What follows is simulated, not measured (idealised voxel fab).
You're looking at the process module voxel transistor to metal.
cross-section cut | 195 nm wide | cells 5 nm
Think of the cross-section as a grid of square cells. We describe it in bands, top to bottom, and each band covers one or more rows of those cells.
The entry gives the band's vertical extent as a top height and a bottom height in nm, then its horizontal make-up as materials from left to right, each with a width in nm. "air" stands for empty space; a single material marked "edge to edge" fills the band edge to edge.
Heights are measured from 0, the level below which the as-received wafer is all one material; the lowest band has no bottom and continues downward, written as in "0 -> down".
When a width is written as two numbers, as in "30 to 40", the first number is the width in the top row of cells of the band and the second is the width in its bottom row, and the width changes by the same amount from each row to the next.
No cell of the cross-section changed in a step that is given as "nothing was modified".
Each empty space that has no open way to the top and spans at least 8 cells appears under "Entrapped voids" as width x height at distance, the distance counted from the left edge, all in nm.
It should be noted that, on the line of a given step, the content following the step's settings is a remark produced by the simulator itself with respect to that step.
overlay nm: on a step with a mask, how far right of its planned place the mask lay; negative means left.
Every pair from here on: before one process step, after it. The after cross-section reaches only to the lowest band that changed. Below the pair: the step in between and its settings. Pairs can belong to different runs of this module on the same starting wafer; a pair carries on from the pair above only if the entry headed "Before the step" says so.

BEFORE THE STEP
    0 -> down = Si edge to edge
    Entrapped voids: none

POST-STEP APPEARANCE
    5 -> 0 = SiO2 edge to edge
    Below 0 it's all the same as before, nothing changed down there.
    Entrapped voids: none
The process step bridging the two cross-sections above: CONFORMAL_DEP with material SiO2, thk nm 5

Before the step: no separate figure, the pair right above already shows it after its step.

POST-STEP APPEARANCE
    15 -> 5 = SiN edge to edge
    Below 5 it's all the same as before, nothing changed down there.
    Entrapped voids: none
The process step bridging the two cross-sections above: CONFORMAL_DEP with material SiN, thk nm 10

Before the step: no separate figure, the pair right above already shows it after its step.

POST-STEP APPEARANCE
    25 -> 15 = aC edge to edge
    Below 15 it's all the same as before, nothing changed down there.
    Entrapped voids: none
The process step bridging the two cross-sections above: DIRECTIONAL_DEP with material aC, thk nm 10

Before the step: no separate figure, the pair right above already shows it after its step.

POST-STEP APPEARANCE
    50 -> 25 = air: 40  resist: 115  air: 40
    Below 25 it's all the same as before, nothing changed down there.
    Entrapped voids: none
The process step bridging the two cross-sections above: PATTERN with tone cover, mask id ACTIVE, material resist, width nm 115, thk nm 25, overlay nm 0

Before the step: no separate figure, the pair right above already shows it after its step.

POST-STEP APPEARANCE
    40 -> 25 = air: 40  resist: 115  air: 40
    25 -> 15 = air: 40  aC: 115  air: 40
    Below 15 it's all the same as before, nothing changed down there.
    Entrapped voids: none
The process step bridging the two cross-sections above: DIRECTIONAL_ETCH with etch materials aC, depth nm 10

Before the step: no separate figure, the pair right above already shows it after its step.

POST-STEP APPEARANCE
    25 -> 15 = air: 40  aC: 115  air: 40
    Below 15 it's all the same as before, nothing changed down there.
    Entrapped voids: none
The process step bridging the two cross-sections above: STRIP with etch materials resist

Before the step: no separate figure, the pair right above already shows it after its step.

POST-STEP APPEARANCE
    25 -> 15 = air: 40  aC: 115  air: 40
    15 -> 5 = air: 40  SiN: 115  air: 40
    Below 5 it's all the same as before, nothing changed down there.
    Entrapped voids: none
The process step bridging the two cross-sections above: DIRECTIONAL_ETCH with etch materials SiN, depth nm 10

Before the step: no separate figure, the pair right above already shows it after its step.

POST-STEP APPEARANCE
    25 -> 15 = air: 40  aC: 115  air: 40
    15 -> 5 = air: 40  SiN: 115  air: 40
    5 -> 0 = air: 40  SiO2: 115  air: 40
    Below 0 it's all the same as before, nothing changed down there.
    Entrapped voids: none
The process step bridging the two cross-sections above: DIRECTIONAL_ETCH with etch materials SiO2, depth nm 5

Before the step: no separate figure, the pair right above already shows it after its step.

POST-STEP APPEARANCE
    25 -> 15 = air: 40  aC: 115  air: 40
    15 -> 5 = air: 40  SiN: 115  air: 40
    5 -> 0 = air: 40  SiO2: 115  air: 40
    0 -> -25 = air: 40  Si: 115  air: 40
    Below -25 it's all the same as before, nothing changed down there.
    Entrapped voids: none
The process step bridging the two cross-sections above: DIRECTIONAL_ETCH with etch materials Si, depth nm 25

Before the step: no separate figure, the pair right above already shows it after its step.

POST-STEP APPEARANCE
    15 -> 5 = air: 40  SiN: 115  air: 40
    Below 5 it's all the same as before, nothing changed down there.
    Entrapped voids: none
The process step bridging the two cross-sections above: STRIP with etch materials aC

Before the step: no separate figure, the pair right above already shows it after its step.

POST-STEP APPEARANCE
    20 -> 15 = SiO2 edge to edge
    15 -> 5 = SiO2: 40  SiN: 115  SiO2: 40
    5 -> 0 = SiO2 edge to edge
    0 -> -25 = SiO2: 40  Si: 115  SiO2: 40
    Below -25 it's all the same as before, nothing changed down there.
    Entrapped voids: none
The process step bridging the two cross-sections above: FILL_DEP with material SiO2, thk nm 5

Before the step: no separate figure, the pair right above already shows it after its step.

POST-STEP APPEARANCE
    15 -> 5 = SiO2: 40  SiN: 115  SiO2: 40
    Below 5 it's all the same as before, nothing changed down there.
    Entrapped voids: none
The process step bridging the two cross-sections above: CMP with height nm 15

Before the step: no separate figure, the pair right above already shows it after its step.

POST-STEP APPEARANCE
    15 -> 5 = air: 40  SiN: 115  air: 40
    Below 5 it's all the same as before, nothing changed down there.
    Entrapped voids: none
The process step bridging the two cross-sections above: SELECTIVE_ETCH with etch materials SiO2, depth nm 10

Before the step: no separate figure, the pair right above already shows it after its step.

POST-STEP APPEARANCE
    5 -> 0 = SiO2 edge to edge
    Below 0 it's all the same as before, nothing changed down there.
    Entrapped voids: none
The process step bridging the two cross-sections above: STRIP with etch materials SiN

Before the step: no separate figure, the pair right above already shows it after its step.

POST-STEP APPEARANCE
    0 -> -25 = SiO2: 40  Si: 115  SiO2: 40
    Below -25 it's all the same as before, nothing changed down there.
    Entrapped voids: none
The process step bridging the two cross-sections above: SELECTIVE_ETCH with etch materials SiO2, depth nm 5

Before the step: no separate figure, the pair right above already shows it after its step.

POST-STEP APPEARANCE
    0 -> -5 = SiO2 edge to edge
    Below -5 it's all the same as before, nothing changed down there.
    Entrapped voids: none
The process step bridging the two cross-sections above: OXIDIZE with depth nm 5

Before the step: no separate figure, the pair right above already shows it after its step.

POST-STEP APPEARANCE
    25 -> 0 = polySi edge to edge
    Below 0 it's all the same as before, nothing changed down there.
    Entrapped voids: none
The process step bridging the two cross-sections above: DIRECTIONAL_DEP with material polySi, thk nm 25

Before the step: no separate figure, the pair right above already shows it after its step.

POST-STEP APPEARANCE
    40 -> 25 = SiCN edge to edge
    Below 25 it's all the same as before, nothing changed down there.
    Entrapped voids: none
The process step bridging the two cross-sections above: DIRECTIONAL_DEP with material SiCN, thk nm 15

Before the step: no separate figure, the pair right above already shows it after its step.

POST-STEP APPEARANCE
    40 -> 25 = air: 85  SiCN: 25  air: 85
    Below 25 it's all the same as before, nothing changed down there.
    Entrapped voids: none
The process step bridging the two cross-sections above: MASKED_ETCH with tone cover, mask id GATE, width nm 25, etch materials SiCN, depth nm 25, overlay nm 0

Before the step: no separate figure, the pair right above already shows it after its step.

POST-STEP APPEARANCE
    40 -> 25 = air: 85  SiCN: 25  air: 85
    25 -> 0 = air: 85  polySi: 25  air: 85
    Below 0 it's all the same as before, nothing changed down there.
    Entrapped voids: none
The process step bridging the two cross-sections above: MASKED_ETCH with tone cover, mask id GATE, width nm 25, etch materials polySi, depth nm 35, overlay nm 0

Before the step: no separate figure, the pair right above already shows it after its step.

POST-STEP APPEARANCE
    45 -> 40 = air: 80  SiO2: 35  air: 80
    40 -> 25 = air: 80  SiO2: 5  SiCN: 25  SiO2: 5  air: 80
    25 -> 5 = air: 80  SiO2: 5  polySi: 25  SiO2: 5  air: 80
    5 -> 0 = SiO2: 85  polySi: 25  SiO2: 85
    Below 0 it's all the same as before, nothing changed down there.
    Entrapped voids: none
The process step bridging the two cross-sections above: CONFORMAL_DEP with material SiO2, thk nm 5

Before the step: no separate figure, the pair right above already shows it after its step.

POST-STEP APPEARANCE
    40 -> 25 = air: 80  SiO2: 5  SiCN: 25  SiO2: 5  air: 80
    25 -> 0 = air: 80  SiO2: 5  polySi: 25  SiO2: 5  air: 80
    Below 0 it's all the same as before, nothing changed down there.
    Entrapped voids: none
The process step bridging the two cross-sections above: DIRECTIONAL_ETCH with etch materials SiO2, depth nm 5

Before the step: no separate figure, the pair right above already shows it after its step.

POST-STEP APPEARANCE
    50 -> 40 = air: 70  SiN: 55  air: 70
    40 -> 25 = air: 70  SiN: 10  SiO2: 5  SiCN: 25  SiO2: 5  SiN: 10  air: 70
    25 -> 10 = air: 70  SiN: 10  SiO2: 5  polySi: 25  SiO2: 5  SiN: 10  air: 70
    10 -> 0 = SiN: 80  SiO2: 5  polySi: 25  SiO2: 5  SiN: 80
    Below 0 it's all the same as before, nothing changed down there.
    Entrapped voids: none
The process step bridging the two cross-sections above: CONFORMAL_DEP with material SiN, thk nm 10

Before the step: no separate figure, the pair right above already shows it after its step.

POST-STEP APPEARANCE
    40 -> 25 = air: 70  SiN: 10  SiO2: 5  SiCN: 25  SiO2: 5  SiN: 10  air: 70
    25 -> 0 = air: 70  SiN: 10  SiO2: 5  polySi: 25  SiO2: 5  SiN: 10  air: 70
    Below 0 it's all the same as before, nothing changed down there.
    Entrapped voids: none
The process step bridging the two cross-sections above: DIRECTIONAL_ETCH with etch materials SiN, depth nm 10

Before the step: no separate figure, the pair right above already shows it after its step.

POST-STEP APPEARANCE
    40 -> 35 = air: 70  SiN: 10  air: 5  SiCN: 25  air: 5  SiN: 10  air: 70
    35 -> 25 = air: 70  SiN: 10  SiO2: 5  SiCN: 25  SiO2: 5  SiN: 10  air: 70
    25 -> 0 = air: 70  SiN: 10  SiO2: 5  polySi: 25  SiO2: 5  SiN: 10  air: 70
    0 -> -5 = air: 70  SiO2: 55  air: 70
    Below -5 it's all the same as before, nothing changed down there.
    Entrapped voids: none
The process step bridging the two cross-sections above: DIRECTIONAL_ETCH with etch materials SiO2, depth nm 5

Before the step: no separate figure, the pair right above already shows it after its step.

POST-STEP APPEARANCE
    40 -> 35 = air: 70  SiN: 10  air: 5  SiCN: 25  air: 5  SiN: 10  air: 70
    35 -> 25 = air: 70  SiN: 10  SiO2: 5  SiCN: 25  SiO2: 5  SiN: 10  air: 70
    25 -> 0 = air: 70  SiN: 10  SiO2: 5  polySi: 25  SiO2: 5  SiN: 10  air: 70
    0 -> -5 = air: 70  SiO2: 55  air: 70
    -5 -> -10 = SiO2: 40  air: 30  Si: 55  air: 30  SiO2: 40
    Below -10 it's all the same as before, nothing changed down there.
    Entrapped voids: none
The process step bridging the two cross-sections above: DIRECTIONAL_ETCH with etch materials Si, depth nm 5

Before the step: no separate figure, the pair right above already shows it after its step.

POST-STEP APPEARANCE
    40 -> 35 = air: 70  SiN: 10  air: 5  SiCN: 25  air: 5  SiN: 10  air: 70
    35 -> 25 = air: 70  SiN: 10  SiO2: 5  SiCN: 25  SiO2: 5  SiN: 10  air: 70
    25 -> 5 = air: 70  SiN: 10  SiO2: 5  polySi: 25  SiO2: 5  SiN: 10  air: 70
    5 -> 0 = air: 60  SiGe: 10  SiN: 10  SiO2: 5  polySi: 25  SiO2: 5  SiN: 10  SiGe: 10  air: 60
    0 -> -5 = air: 35  SiGe: 35  SiO2: 55  SiGe: 35  air: 35
    -5 -> -10 = SiO2: 40  SiGe: 30  Si: 55  SiGe: 30  SiO2: 40
    Below -10 it's all the same as before, nothing changed down there.
    Entrapped voids: none
The process step bridging the two cross-sections above: EPI with material SiGe, thk nm 10

Before the step: no separate figure, the pair right above already shows it after its step.

POST-STEP APPEARANCE
    45 -> 40 = SiO2 edge to edge
    40 -> 25 = SiO2: 70  SiN: 10  SiO2: 5  SiCN: 25  SiO2: 5  SiN: 10  SiO2: 70
    25 -> 5 = SiO2: 70  SiN: 10  SiO2: 5  polySi: 25  SiO2: 5  SiN: 10  SiO2: 70
    5 -> 0 = SiO2: 60  SiGe: 10  SiN: 10  SiO2: 5  polySi: 25  SiO2: 5  SiN: 10  SiGe: 10  SiO2: 60
    0 -> -5 = SiO2: 35  SiGe: 35  SiO2: 55  SiGe: 35  SiO2: 35
    Below -5 it's all the same as before, nothing changed down there.
    Entrapped voids: none
The process step bridging the two cross-sections above: FILL_DEP with material SiO2, thk nm 5

Before the step: no separate figure, the pair right above already shows it after its step.

POST-STEP APPEARANCE
    25 -> 5 = SiO2: 70  SiN: 10  SiO2: 5  polySi: 25  SiO2: 5  SiN: 10  SiO2: 70
    Below 5 it's all the same as before, nothing changed down there.
    Entrapped voids: none
The process step bridging the two cross-sections above: CMP with height nm 25

Before the step: no separate figure, the pair right above already shows it after its step.

POST-STEP APPEARANCE
    25 -> 5 = SiO2: 70  SiN: 10  SiO2: 5  air: 25  SiO2: 5  SiN: 10  SiO2: 70
    5 -> 0 = SiO2: 60  SiGe: 10  SiN: 10  SiO2: 5  air: 25  SiO2: 5  SiN: 10  SiGe: 10  SiO2: 60
    Below 0 it's all the same as before, nothing changed down there.
    Entrapped voids: none
The process step bridging the two cross-sections above: STRIP with etch materials polySi

Before the step: no separate figure, the pair right above already shows it after its step.

POST-STEP APPEARANCE
    25 -> 20 = air: 70  SiN: 10  air: 35  SiN: 10  air: 70
    20 -> 5 = SiO2: 70  SiN: 10  air: 35  SiN: 10  SiO2: 70
    5 -> 0 = SiO2: 60  SiGe: 10  SiN: 10  air: 35  SiN: 10  SiGe: 10  SiO2: 60
    0 -> -5 = SiO2: 35  SiGe: 35  SiO2: 10  air: 35  SiO2: 10  SiGe: 35  SiO2: 35
    Below -5 it's all the same as before, nothing changed down there.
    Entrapped voids: none
The process step bridging the two cross-sections above: SELECTIVE_ETCH with etch materials SiO2, depth nm 5

Before the step: no separate figure, the pair right above already shows it after its step.

POST-STEP APPEARANCE
    30 -> 25 = air: 65  HfO2: 20  air: 25  HfO2: 20  air: 65
    25 -> 20 = HfO2: 70  SiN: 10  HfO2: 5  air: 25  HfO2: 5  SiN: 10  HfO2: 70
    20 -> 5 = SiO2: 70  SiN: 10  HfO2: 5  air: 25  HfO2: 5  SiN: 10  SiO2: 70
    5 -> 0 = SiO2: 60  SiGe: 10  SiN: 10  HfO2: 5  air: 25  HfO2: 5  SiN: 10  SiGe: 10  SiO2: 60
    0 -> -5 = SiO2: 35  SiGe: 35  SiO2: 10  HfO2: 35  SiO2: 10  SiGe: 35  SiO2: 35
    Below -5 it's all the same as before, nothing changed down there.
    Entrapped voids: none
The process step bridging the two cross-sections above: CONFORMAL_DEP with material HfO2, thk nm 5

Before the step: no separate figure, the pair right above already shows it after its step.

POST-STEP APPEARANCE
    35 -> 30 = air: 60  TiN: 30  air: 15  TiN: 30  air: 60
    30 -> 25 = TiN: 65  HfO2: 20  TiN: 5  air: 15  TiN: 5  HfO2: 20  TiN: 65
    25 -> 20 = HfO2: 70  SiN: 10  HfO2: 5  TiN: 5  air: 15  TiN: 5  HfO2: 5  SiN: 10  HfO2: 70
    20 -> 5 = SiO2: 70  SiN: 10  HfO2: 5  TiN: 5  air: 15  TiN: 5  HfO2: 5  SiN: 10  SiO2: 70
    5 -> 0 = SiO2: 60  SiGe: 10  SiN: 10  HfO2: 5  TiN: 25  HfO2: 5  SiN: 10  SiGe: 10  SiO2: 60
    Below 0 it's all the same as before, nothing changed down there.
    Entrapped voids: none
The process step bridging the two cross-sections above: CONFORMAL_DEP with material TiN, thk nm 5

Before the step: no separate figure, the pair right above already shows it after its step.

POST-STEP APPEARANCE
    40 -> 35 = W edge to edge
    35 -> 30 = W: 60  TiN: 30  W: 15  TiN: 30  W: 60
    30 -> 25 = TiN: 65  HfO2: 20  TiN: 5  W: 15  TiN: 5  HfO2: 20  TiN: 65
    25 -> 20 = HfO2: 70  SiN: 10  HfO2: 5  TiN: 5  W: 15  TiN: 5  HfO2: 5  SiN: 10  HfO2: 70
    20 -> 5 = SiO2: 70  SiN: 10  HfO2: 5  TiN: 5  W: 15  TiN: 5  HfO2: 5  SiN: 10  SiO2: 70
    Below 5 it's all the same as before, nothing changed down there.
    Entrapped voids: none
The process step bridging the two cross-sections above: FILL_DEP with material W, thk nm 5

Before the step: no separate figure, the pair right above already shows it after its step.

POST-STEP APPEARANCE
    20 -> 5 = SiO2: 70  SiN: 10  HfO2: 5  TiN: 5  W: 15  TiN: 5  HfO2: 5  SiN: 10  SiO2: 70
    Below 5 it's all the same as before, nothing changed down there.
    Entrapped voids: none
The process step bridging the two cross-sections above: CMP with height nm 20

Before the step: no separate figure, the pair right above already shows it after its step.

POST-STEP APPEARANCE
    30 -> 20 = SiO2 edge to edge
    Below 20 it's all the same as before, nothing changed down there.
    Entrapped voids: none
The process step bridging the two cross-sections above: DIRECTIONAL_DEP with material SiO2, thk nm 10

Before the step: no separate figure, the pair right above already shows it after its step.

POST-STEP APPEARANCE
    30 -> 20 = SiO2: 50  air: 20  SiO2: 55  air: 20  SiO2: 50
    20 -> 5 = SiO2: 50  air: 20  SiN: 10  HfO2: 5  TiN: 5  W: 15  TiN: 5  HfO2: 5  SiN: 10  air: 20  SiO2: 50
    5 -> 0 = SiO2: 50  air: 10  SiGe: 10  SiN: 10  HfO2: 5  TiN: 25  HfO2: 5  SiN: 10  SiGe: 10  air: 10  SiO2: 50
    Below 0 it's all the same as before, nothing changed down there.
    Entrapped voids: none
The process step bridging the two cross-sections above: MASKED_ETCH with tone open, mask id CONTACT, width nm 20, pitch nm 75, etch materials SiO2, depth nm 30, overlay nm 0

Before the step: no separate figure, the pair right above already shows it after its step.

POST-STEP APPEARANCE
    35 -> 30 = TiN: 55  air: 10  TiN: 65  air: 10  TiN: 55
    30 -> 20 = SiO2: 50  TiN: 5  air: 10  TiN: 5  SiO2: 55  TiN: 5  air: 10  TiN: 5  SiO2: 50
    20 -> 10 = SiO2: 50  TiN: 5  air: 10  TiN: 5  SiN: 10  HfO2: 5  TiN: 5  W: 15  TiN: 5  HfO2: 5  SiN: 10  TiN: 5  air: 10  TiN: 5  SiO2: 50
    10 -> 5 = SiO2: 50  TiN: 20  SiN: 10  HfO2: 5  TiN: 5  W: 15  TiN: 5  HfO2: 5  SiN: 10  TiN: 20  SiO2: 50
    5 -> 0 = SiO2: 50  TiN: 10  SiGe: 10  SiN: 10  HfO2: 5  TiN: 25  HfO2: 5  SiN: 10  SiGe: 10  TiN: 10  SiO2: 50
    Below 0 it's all the same as before, nothing changed down there.
    Entrapped voids: none
The process step bridging the two cross-sections above: CONFORMAL_DEP with material TiN, thk nm 5

Before the step: no separate figure, the pair right above already shows it after its step.

POST-STEP APPEARANCE
    40 -> 35 = W edge to edge
    35 -> 30 = TiN: 55  W: 10  TiN: 65  W: 10  TiN: 55
    30 -> 20 = SiO2: 50  TiN: 5  W: 10  TiN: 5  SiO2: 55  TiN: 5  W: 10  TiN: 5  SiO2: 50
    20 -> 10 = SiO2: 50  TiN: 5  W: 10  TiN: 5  SiN: 10  HfO2: 5  TiN: 5  W: 15  TiN: 5  HfO2: 5  SiN: 10  TiN: 5  W: 10  TiN: 5  SiO2: 50
    Below 10 it's all the same as before, nothing changed down there.
    Entrapped voids: none
The process step bridging the two cross-sections above: FILL_DEP with material W, thk nm 5

Before the step: no separate figure, the pair right above already shows it after its step.

POST-STEP APPEARANCE
    30 -> 20 = SiO2: 50  TiN: 5  W: 10  TiN: 5  SiO2: 55  TiN: 5  W: 10  TiN: 5  SiO2: 50
    Below 20 it's all the same as before, nothing changed down there.
    Entrapped voids: none
The process step bridging the two cross-sections above: CMP with height nm 30

Before the step: no separate figure, the pair right above already shows it after its step.

POST-STEP APPEARANCE
    35 -> 30 = SiCN edge to edge
    Below 30 it's all the same as before, nothing changed down there.
    Entrapped voids: none
The process step bridging the two cross-sections above: CONFORMAL_DEP with material SiCN, thk nm 5

Before the step: no separate figure, the pair right above already shows it after its step.

POST-STEP APPEARANCE
    50 -> 35 = SiO2 edge to edge
    Below 35 it's all the same as before, nothing changed down there.
    Entrapped voids: none
The process step bridging the two cross-sections above: DIRECTIONAL_DEP with material SiO2, thk nm 15

Before the step: no separate figure, the pair right above already shows it after its step.

POST-STEP APPEARANCE
    65 -> 50 = aC edge to edge
    Below 50 it's all the same as before, nothing changed down there.
    Entrapped voids: none
The process step bridging the two cross-sections above: DIRECTIONAL_DEP with material aC, thk nm 15

Before the step: no separate figure, the pair right above already shows it after its step.

POST-STEP APPEARANCE
    95 -> 65 = resist: 50  air: 20  resist: 55  air: 20  resist: 50
    Below 65 it's all the same as before, nothing changed down there.
    Entrapped voids: none
The process step bridging the two cross-sections above: PATTERN with tone open, mask id METAL_1, material resist, width nm 20, pitch nm 75, thk nm 30, overlay nm 0

Before the step: no separate figure, the pair right above already shows it after its step.

POST-STEP APPEARANCE
    80 -> 65 = resist: 50  air: 20  resist: 55  air: 20  resist: 50
    65 -> 50 = aC: 50  air: 20  aC: 55  air: 20  aC: 50
    Below 50 it's all the same as before, nothing changed down there.
    Entrapped voids: none
The process step bridging the two cross-sections above: DIRECTIONAL_ETCH with etch materials aC, depth nm 15

Before the step: no separate figure, the pair right above already shows it after its step.

POST-STEP APPEARANCE
    65 -> 50 = aC: 50  air: 20  aC: 55  air: 20  aC: 50
    Below 50 it's all the same as before, nothing changed down there.
    Entrapped voids: none
The process step bridging the two cross-sections above: STRIP with etch materials resist

Before the step: no separate figure, the pair right above already shows it after its step.

POST-STEP APPEARANCE
    65 -> 50 = aC: 50  air: 20  aC: 55  air: 20  aC: 50
    50 -> 35 = SiO2: 50  air: 20  SiO2: 55  air: 20  SiO2: 50
    Below 35 it's all the same as before, nothing changed down there.
    Entrapped voids: none
The process step bridging the two cross-sections above: DIRECTIONAL_ETCH with etch materials SiO2, depth nm 15

Before the step: no separate figure, the pair right above already shows it after its step.

POST-STEP APPEARANCE
    65 -> 50 = aC: 50  air: 20  aC: 55  air: 20  aC: 50
    50 -> 35 = SiO2: 50  air: 20  SiO2: 55  air: 20  SiO2: 50
    35 -> 30 = SiCN: 50  air: 20  SiCN: 55  air: 20  SiCN: 50
    Below 30 it's all the same as before, nothing changed down there.
    Entrapped voids: none
The process step bridging the two cross-sections above: DIRECTIONAL_ETCH with etch materials SiCN, depth nm 5

Before the step: no separate figure, the pair right above already shows it after its step.

POST-STEP APPEARANCE
    50 -> 35 = SiO2: 50  air: 20  SiO2: 55  air: 20  SiO2: 50
    Below 35 it's all the same as before, nothing changed down there.
    Entrapped voids: none
The process step bridging the two cross-sections above: STRIP with etch materials aC

Before the step: no separate figure, the pair right above already shows it after its step.

POST-STEP APPEARANCE
    55 -> 50 = TiN: 55  air: 10  TiN: 65  air: 10  TiN: 55
    50 -> 35 = SiO2: 50  TiN: 5  air: 10  TiN: 5  SiO2: 55  TiN: 5  air: 10  TiN: 5  SiO2: 50
    35 -> 30 = SiCN: 50  TiN: 20  SiCN: 55  TiN: 20  SiCN: 50
    Below 30 it's all the same as before, nothing changed down there.
    Entrapped voids: none
The process step bridging the two cross-sections above: CONFORMAL_DEP with material TiN, thk nm 5

Before the step: no separate figure, the pair right above already shows it after its step.

POST-STEP APPEARANCE
    60 -> 55 = Ru edge to edge
    55 -> 50 = TiN: 55  Ru: 10  TiN: 65  Ru: 10  TiN: 55
    50 -> 35 = SiO2: 50  TiN: 5  Ru: 10  TiN: 5  SiO2: 55  TiN: 5  Ru: 10  TiN: 5  SiO2: 50
    Below 35 it's all the same as before, nothing changed down there.
    Entrapped voids: none
The process step bridging the two cross-sections above: FILL_DEP with material Ru, thk nm 5

Before the step: no separate figure, the pair right above already shows it after its step.

POST-STEP APPEARANCE
    50 -> 35 = SiO2: 50  TiN: 5  Ru: 10  TiN: 5  SiO2: 55  TiN: 5  Ru: 10  TiN: 5  SiO2: 50
    Below 35 it's all the same as before, nothing changed down there.
    Entrapped voids: none
The process step bridging the two cross-sections above: CMP with height nm 50

Before the step: no separate figure, the pair right above already shows it after its step.

POST-STEP APPEARANCE
    55 -> 50 = SiN edge to edge
    Below 50 it's all the same as before, nothing changed down there.
    Entrapped voids: none
The process step bridging the two cross-sections above: CONFORMAL_DEP with material SiN, thk nm 5

BEFORE THE STEP
    25 -> 20 = air: 70  SiN: 10  air: 35  SiN: 10  air: 70
    20 -> 5 = SiO2: 70  SiN: 10  air: 35  SiN: 10  SiO2: 70
    5 -> 0 = SiO2: 60  SiGe: 10  SiN: 10  air: 35  SiN: 10  SiGe: 10  SiO2: 60
    0 -> -5 = SiO2: 35  SiGe: 35  SiO2: 10  air: 35  SiO2: 10  SiGe: 35  SiO2: 35
    -5 -> -10 = SiO2: 40  SiGe: 30  Si: 55  SiGe: 30  SiO2: 40
    -10 -> -25 = SiO2: 40  Si: 115  SiO2: 40
    -25 -> down = Si edge to edge
    Entrapped voids: none

POST-STEP APPEARANCE
    30 -> 25 = air: 65  TiN: 20  air: 25  TiN: 20  air: 65
    25 -> 20 = TiN: 70  SiN: 10  TiN: 5  air: 25  TiN: 5  SiN: 10  TiN: 70
    20 -> 5 = SiO2: 70  SiN: 10  TiN: 5  air: 25  TiN: 5  SiN: 10  SiO2: 70
    5 -> 0 = SiO2: 60  SiGe: 10  SiN: 10  TiN: 5  air: 25  TiN: 5  SiN: 10  SiGe: 10  SiO2: 60
    0 -> -5 = SiO2: 35  SiGe: 35  SiO2: 10  TiN: 35  SiO2: 10  SiGe: 35  SiO2: 35
    Below -5 it's all the same as before, nothing changed down there.
    Entrapped voids: none
The process step bridging the two cross-sections above: CONFORMAL_DEP with material TiN, thk nm 5

Before the step: no separate figure, the pair right above already shows it after its step.

POST-STEP APPEARANCE
    35 -> 30 = W edge to edge
    30 -> 25 = W: 65  TiN: 20  W: 25  TiN: 20  W: 65
    25 -> 20 = TiN: 70  SiN: 10  TiN: 5  W: 25  TiN: 5  SiN: 10  TiN: 70
    20 -> 5 = SiO2: 70  SiN: 10  TiN: 5  W: 25  TiN: 5  SiN: 10  SiO2: 70
    5 -> 0 = SiO2: 60  SiGe: 10  SiN: 10  TiN: 5  W: 25  TiN: 5  SiN: 10  SiGe: 10  SiO2: 60
    Below 0 it's all the same as before, nothing changed down there.
    Entrapped voids: none
The process step bridging the two cross-sections above: FILL_DEP with material W, thk nm 5

Before the step: no separate figure, the pair right above already shows it after its step.

POST-STEP APPEARANCE
    20 -> 5 = SiO2: 70  SiN: 10  TiN: 5  W: 25  TiN: 5  SiN: 10  SiO2: 70
    Below 5 it's all the same as before, nothing changed down there.
    Entrapped voids: none
The process step bridging the two cross-sections above: CMP with height nm 20

Before the step: no separate figure, the pair right above already shows it after its step.

POST-STEP APPEARANCE
    30 -> 20 = SiO2 edge to edge
    Below 20 it's all the same as before, nothing changed down there.
    Entrapped voids: none
The process step bridging the two cross-sections above: DIRECTIONAL_DEP with material SiO2, thk nm 10

Before the step: no separate figure, the pair right above already shows it after its step.

POST-STEP APPEARANCE
    30 -> 20 = SiO2: 50  air: 20  SiO2: 55  air: 20  SiO2: 50
    20 -> 5 = SiO2: 50  air: 20  SiN: 10  TiN: 5  W: 25  TiN: 5  SiN: 10  air: 20  SiO2: 50
    5 -> 0 = SiO2: 50  air: 10  SiGe: 10  SiN: 10  TiN: 5  W: 25  TiN: 5  SiN: 10  SiGe: 10  air: 10  SiO2: 50
    Below 0 it's all the same as before, nothing changed down there.
    Entrapped voids: none
The process step bridging the two cross-sections above: MASKED_ETCH with tone open, mask id CONTACT, width nm 20, pitch nm 75, etch materials SiO2, depth nm 30, overlay nm 0

Before the step: no separate figure, the pair right above already shows it after its step.

POST-STEP APPEARANCE
    35 -> 30 = TiN: 55  air: 10  TiN: 65  air: 10  TiN: 55
    30 -> 20 = SiO2: 50  TiN: 5  air: 10  TiN: 5  SiO2: 55  TiN: 5  air: 10  TiN: 5  SiO2: 50
    20 -> 10 = SiO2: 50  TiN: 5  air: 10  TiN: 5  SiN: 10  TiN: 5  W: 25  TiN: 5  SiN: 10  TiN: 5  air: 10  TiN: 5  SiO2: 50
    10 -> 5 = SiO2: 50  TiN: 20  SiN: 10  TiN: 5  W: 25  TiN: 5  SiN: 10  TiN: 20  SiO2: 50
    5 -> 0 = SiO2: 50  TiN: 10  SiGe: 10  SiN: 10  TiN: 5  W: 25  TiN: 5  SiN: 10  SiGe: 10  TiN: 10  SiO2: 50
    Below 0 it's all the same as before, nothing changed down there.
    Entrapped voids: none
The process step bridging the two cross-sections above: CONFORMAL_DEP with material TiN, thk nm 5

Before the step: no separate figure, the pair right above already shows it after its step.

POST-STEP APPEARANCE
    40 -> 35 = W edge to edge
    35 -> 30 = TiN: 55  W: 10  TiN: 65  W: 10  TiN: 55
    30 -> 20 = SiO2: 50  TiN: 5  W: 10  TiN: 5  SiO2: 55  TiN: 5  W: 10  TiN: 5  SiO2: 50
    20 -> 10 = SiO2: 50  TiN: 5  W: 10  TiN: 5  SiN: 10  TiN: 5  W: 25  TiN: 5  SiN: 10  TiN: 5  W: 10  TiN: 5  SiO2: 50
    Below 10 it's all the same as before, nothing changed down there.
    Entrapped voids: none
The process step bridging the two cross-sections above: FILL_DEP with material W, thk nm 5

Before the step: no separate figure, the pair right above already shows it after its step.

POST-STEP APPEARANCE
    30 -> 20 = SiO2: 50  TiN: 5  W: 10  TiN: 5  SiO2: 55  TiN: 5  W: 10  TiN: 5  SiO2: 50
    Below 20 it's all the same as before, nothing changed down there.
    Entrapped voids: none
The process step bridging the two cross-sections above: CMP with height nm 30

Before the step: no separate figure, the pair right above already shows it after its step.

POST-STEP APPEARANCE
    35 -> 30 = SiCN edge to edge
    Below 30 it's all the same as before, nothing changed down there.
    Entrapped voids: none
The process step bridging the two cross-sections above: CONFORMAL_DEP with material SiCN, thk nm 5

Before the step: no separate figure, the pair right above already shows it after its step.

POST-STEP APPEARANCE
    50 -> 35 = SiO2 edge to edge
    Below 35 it's all the same as before, nothing changed down there.
    Entrapped voids: none
The process step bridging the two cross-sections above: DIRECTIONAL_DEP with material SiO2, thk nm 15

Before the step: no separate figure, the pair right above already shows it after its step.

POST-STEP APPEARANCE
    65 -> 50 = aC edge to edge
    Below 50 it's all the same as before, nothing changed down there.
    Entrapped voids: none
The process step bridging the two cross-sections above: DIRECTIONAL_DEP with material aC, thk nm 15
